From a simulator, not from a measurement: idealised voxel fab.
process module | voxel quadruple lines
cross-section cut | 230 nm wide | cells 5 nm
A cross-section is a grid of square cells, given in bands from the top down. A band is one or more rows of cells.
Each band's line starts with the height of the band's top and of its bottom, in nm. Then come its materials from left to right, each with its width in nm. One material with "throughout" fills the band from edge to edge. "air" is empty space.
Height 0 is the level under which the wafer as received is all one material. The lowest band goes on downwards, as in "0 down".
A width such as "30 to 40" changes by the same amount from each row of cells to the next, from the band's top row to its bottom row.
"no change" after a step means that no cell of the cross-section changed.
closed voids: empty space of 8 cells or more with no open way to the top, each as width x height at its distance from the left edge, in nm
after a step's settings: what the simulator itself notes on the step
overlay nm, on a step with a mask: how far to the right of its planned place the mask lay; to the left if negative
plan
1 op RECEIVE | material Si
2 op CONFORMAL_DEP | material Al2O3 | thk nm 5
3 op DIRECTIONAL_DEP | material W | thk nm 10
4 op DIRECTIONAL_DEP | material polySi | thk nm 15
5 op DIRECTIONAL_DEP | material aC | thk nm 25
6 op PATTERN | tone cover | mask id MANDREL | material resist | width nm 25 | pitch nm 80 | thk nm 35 | overlay nm 0
7 op DIRECTIONAL_ETCH | etch materials aC | depth nm 25
8 op STRIP | etch materials resist
9 op CONFORMAL_DEP | material SiO2 | thk nm 5
10 op DIRECTIONAL_ETCH | etch materials SiO2 | depth nm 15
11 op STRIP | etch materials aC
12 op DIRECTIONAL_ETCH | etch materials polySi | depth nm 15
13 op STRIP | etch materials SiO2
14 op CONFORMAL_DEP | material SiN | thk nm 5
15 op DIRECTIONAL_ETCH | etch materials SiN | depth nm 5
16 op STRIP | etch materials polySi
17 op DIRECTIONAL_ETCH | etch materials W | depth nm 10
18 op STRIP | etch materials SiN
19 op FILL_DEP | material lowk | thk nm 5
20 op CMP | height nm 15
varied across the wafers: thk nm of step 9. The plan shows the first wafer's value. All wafers start alike
first wafer as received, after step 1
  0 down: Si throughout
  closed voids: none
each wafer at the end: cells of each material gained (+) or lost (-) since it was received, then its closed voids
thk nm 5 | +46 Al2O3 | +16 W | +76 lowk | closed voids: none
thk nm 10 | +46 Al2O3 | +16 W | +76 lowk | closed voids: none
thk nm 15 | +46 Al2O3 | +16 W | +76 lowk | closed voids: none
